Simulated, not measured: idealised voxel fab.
Title: Process Module voxel quadruple lines
The cross-section shown here is cut; it is 140 nm wide and divided into square cells measuring 5 nm on a side.
Think of the cross-section as a grid of square cells. We describe it in bands, top to bottom, and each band covers one or more rows of those cells.
A band entry consists of two parts. The first gives the height of the band's top and the height of its bottom, in nm. The rest lists the band's materials from left to right, each with its width in nm. A single material labelled with the word "full width" fills the band from edge to edge, and the word "blank" marks empty space.
Heights are reckoned from 0. Under this level, the received wafer is all of one material. The bottommost band is open-ended downward, for example "0 -> down".
You'd read "30->40" like this: the band's top row of cells is as wide as the first number, its bottom row is as wide as the second, and going down, every row changes width by the same amount as the row before did.
Reading "no change" for a step: not a cell of the cross-section changed in it.
The label "Closed internal cavities" introduces a list of the empty spaces, 8 cells or larger, that have no open way up to the top; each entry in it reads width x height at distance, where the distance is taken from the left edge and all three are stated in nm.
Past the settings on a step's line: simulator remark, on that step.
"overlay nm" answers the question of how far to the right of plan the mask lay on a step that has a mask, and when it is negative the answer is to the left.
-- Steps planned for the process
1. RECEIVE (material Si)
2. CONFORMAL_DEP (material Al2O3; thk nm 5)
3. DIRECTIONAL_DEP (material Ru; thk nm 10)
4. DIRECTIONAL_DEP (material polySi; thk nm 20)
5. DIRECTIONAL_DEP (material aC; thk nm 25)
6. PATTERN (tone cover; mask id MANDREL; material resist; width nm 30; thk nm 35; overlay nm 0)
7. DIRECTIONAL_ETCH (etch materials aC; depth nm 25)
8. STRIP (etch materials resist)
9. CONFORMAL_DEP (material SiO2; thk nm 10)
10. DIRECTIONAL_ETCH (etch materials SiO2; depth nm 10)
11. STRIP (etch materials aC)
12. DIRECTIONAL_ETCH (etch materials polySi; depth nm 20)
13. STRIP (etch materials SiO2)
14. CONFORMAL_DEP (material SiN; thk nm 10)
15. DIRECTIONAL_ETCH (etch materials SiN; depth nm 10)
16. STRIP (etch materials polySi)
17. DIRECTIONAL_ETCH (etch materials Ru; depth nm 10)
18. STRIP (etch materials SiN)
19. FILL_DEP (material SiO2; thk nm 10)
20. CMP (height nm 15)
-- First wafer of two (run as planned)
-- Cross-section: wafer on arrival = after step 1
> 0 -> down: Si full width
> Closed internal cavities: none
-- Wafer section view after processing step 2
> 5 -> 0: Al2O3 full width
> Beneath the level 0, the cross-section is identical to its previous state.
-- Wafer section view after processing step 3
> 15 -> 5: Ru full width
> Beneath the level 5, the cross-section is identical to its previous state.
-- Wafer section view after processing step 4
> 35 -> 15: polySi full width
> Beneath the level 15, the cross-section is identical to its previous state.
-- Wafer section view after processing step 5
> 60 -> 35: aC full width
> Beneath the level 35, the cross-section is identical to its previous state.
-- Wafer section view after processing step 6
> 95 -> 60: blank: 55  resist: 30  blank: 55
> Beneath the level 60, the cross-section is identical to its previous state.
-- Wafer section view after processing step 7
> 70 -> 60: blank: 55  resist: 30  blank: 55
> 60 -> 35: blank: 55  aC: 30  blank: 55
> Beneath the level 35, the cross-section is identical to its previous state.
-- Wafer section view after processing step 8
> 60 -> 35: blank: 55  aC: 30  blank: 55
> Beneath the level 35, the cross-section is identical to its previous state.
-- Wafer section view after processing step 9
> 70 -> 60: blank: 45  SiO2: 50  blank: 45
> 60 -> 45: blank: 45  SiO2: 10  aC: 30  SiO2: 10  blank: 45
> 45 -> 35: SiO2: 55  aC: 30  SiO2: 55
> Beneath the level 35, the cross-section is identical to its previous state.
-- Wafer section view after processing step 10
> 60 -> 35: blank: 45  SiO2: 10  aC: 30  SiO2: 10  blank: 45
> Beneath the level 35, the cross-section is identical to its previous state.
-- Wafer section view after processing step 11
> 60 -> 35: blank: 45  SiO2: 10  blank: 30  SiO2: 10  blank: 45
> Beneath the level 35, the cross-section is identical to its previous state.
-- Wafer section view after processing step 12
> 60 -> 35: blank: 45  SiO2: 10  blank: 30  SiO2: 10  blank: 45
> 35 -> 15: blank: 45  polySi: 10  blank: 30  polySi: 10  blank: 45
> Beneath the level 15, the cross-section is identical to its previous state.
-- Wafer section view after processing step 13
> 35 -> 15: blank: 45  polySi: 10  blank: 30  polySi: 10  blank: 45
> Beneath the level 15, the cross-section is identical to its previous state.
-- Wafer section view after processing step 14
> 45 -> 35: blank: 35  SiN: 30  blank: 10  SiN: 30  blank: 35
> 35 -> 25: blank: 35  SiN: 10  polySi: 10  SiN: 10  blank: 10  SiN: 10  polySi: 10  SiN: 10  blank: 35
> 25 -> 15: SiN: 45  polySi: 10  SiN: 30  polySi: 10  SiN: 45
> Beneath the level 15, the cross-section is identical to its previous state.
-- Wafer section view after processing step 15
> 35 -> 15: blank: 35  SiN: 10  polySi: 10  SiN: 10  blank: 10  SiN: 10  polySi: 10  SiN: 10  blank: 35
> Beneath the level 15, the cross-section is identical to its previous state.
-- Wafer section view after processing step 16
> 35 -> 15: blank: 35  SiN: 10  blank: 10  SiN: 10  blank: 10  SiN: 10  blank: 10  SiN: 10  blank: 35
> Beneath the level 15, the cross-section is identical to its previous state.
-- Wafer section view after processing step 17
> 35 -> 15: blank: 35  SiN: 10  blank: 10  SiN: 10  blank: 10  SiN: 10  blank: 10  SiN: 10  blank: 35
> 15 -> 5: blank: 35  Ru: 10  blank: 10  Ru: 10  blank: 10  Ru: 10  blank: 10  Ru: 10  blank: 35
> Beneath the level 5, the cross-section is identical to its previous state.
-- Wafer section view after processing step 18
> 15 -> 5: blank: 35  Ru: 10  blank: 10  Ru: 10  blank: 10  Ru: 10  blank: 10  Ru: 10  blank: 35
> Beneath the level 5, the cross-section is identical to its previous state.
-- Wafer section view after processing step 19
> 25 -> 15: SiO2 full width
> 15 -> 5: SiO2: 35  Ru: 10  SiO2: 10  Ru: 10  SiO2: 10  Ru: 10  SiO2: 10  Ru: 10  SiO2: 35
> Beneath the level 5, the cross-section is identical to its previous state.
-- Wafer section view after processing step 20
> 15 -> 5: SiO2: 35  Ru: 10  SiO2: 10  Ru: 10  SiO2: 10  Ru: 10  SiO2: 10  Ru: 10  SiO2: 35
> Beneath the level 5, the cross-section is identical to its previous state.
-- Second Wafer (Identical Start and Plan, One Processing Error; Matches First Wafer Through Step 17)
-- Cross-sectional representation of the second wafer at the time designated in the plan for the completion of step 18
> 15 -> 5: blank: 35  Ru: 10  blank: 10  Ru: 10  blank: 10  Ru: 10  blank: 10  Ru: 10  blank: 35
> Beneath the level 5, the cross-section is identical to its previous state.
-- Cross-sectional representation of the second wafer at the time designated in the plan for the completion of step 19
> 25 -> 15: SiO2 full width
> 15 -> 5: SiO2: 35  Ru: 10  SiO2: 10  Ru: 10  SiO2: 10  Ru: 10  SiO2: 10  Ru: 10  SiO2: 35
> Beneath the level 5, the cross-section is identical to its previous state.
-- Cross-sectional representation of the second wafer at the time designated in the plan for the completion of step 20
> 15 -> 5: SiO2: 35  Ru: 10  SiO2: 10  Ru: 10  SiO2: 10  Ru: 10  SiO2: 10  Ru: 10  SiO2: 35
> Beneath the level 5, the cross-section is identical to its previous state.
Here's what went sideways: step 18 of the plan was performed twice
The two wafers finish with the same cross-section, and therefore the mistake leaves the computed outcome of this model unchanged.
